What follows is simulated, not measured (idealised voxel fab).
This is a process module. Its name is voxel trench capacitor.
It is cross-section cut that appears here, measuring 195 nm in width, its square cells being 5 nm in size.
Just so we're on the same page, the cross-sections are grids of square cells, and they're listed out in bands top to bottom, each band one or more rows deep. Quick guide to a band line: top height, bottom height (nm) up front; then every material left to right with its width in nm. Only one material and it's marked "throughout"? Then it fills the band edge to edge. And "air" just means empty space. Height reference: 0 = level under which incoming wafer is all one material. Lowest band: no bottom, runs on downward, e.g. "top 0, no bottom". With a width like "30->40", each row of cells in the band differs from the next by the same amount, the top row carrying the first number and the bottom row the second. Key: "changes: none" - step with no changed cell in the cross-section. Entrapped void list: empty space of 8 cells or more with no open way to the top, each as width x height at its distance from the left edge, in nm. Read whatever lies past the settings on a step's line as the simulator's own remark about the step. Each step line may optionally specify "overlay nm", which for a step with a mask gives the rightward distance between the mask's planned place and where it lay, a negative value indicating the leftward direction.
The planned process steps are enumerated hereunder
1 RECEIVE with material Si
2 CONFORMAL_DEP with material SiN, thk nm 10
3 PATTERN with tone open, mask id TRENCH, material resist, width nm 15, pitch nm 45, thk nm 15, overlay nm 0
4 DIRECTIONAL_ETCH with etch materials SiN, depth nm 10
5 DIRECTIONAL_ETCH with etch materials Si, depth nm 30
6 STRIP with etch materials resist
7 CONFORMAL_DEP with material Al2O3, thk nm 5
8 CONFORMAL_DEP with material TiN, thk nm 5
9 FILL_DEP with material W, thk nm 5
10 CMP with height nm 10
Quick note for whoever runs this: the wafers start identical, but the width nm at step 3 isn't the same across them. The plan just shows what the first wafer had.
As-received state after step 1, first of several wafers, cross-section
  top 0, no bottom: Si throughout
  Entrapped void list: none
The rows of the table below are wafers. Looking at the end of the module, a row counts, for every material, the cells the wafer has gained, shown as (+), or lost, shown as (-), since it was received; its closed voids come next
width nm 15 | +51 Al2O3 | -54 Si | +60 SiN | +21 TiN | Entrapped void list: none
width nm 20 | +54 Al2O3 | -72 Si | +54 SiN | +42 TiN | Entrapped void list: none
width nm 25 | +57 Al2O3 | -90 Si | +48 SiN | +45 TiN | +18 W | Entrapped void list: none
width nm 30 | +60 Al2O3 | -108 Si | +42 SiN | +48 TiN | +36 W | Entrapped void list: none
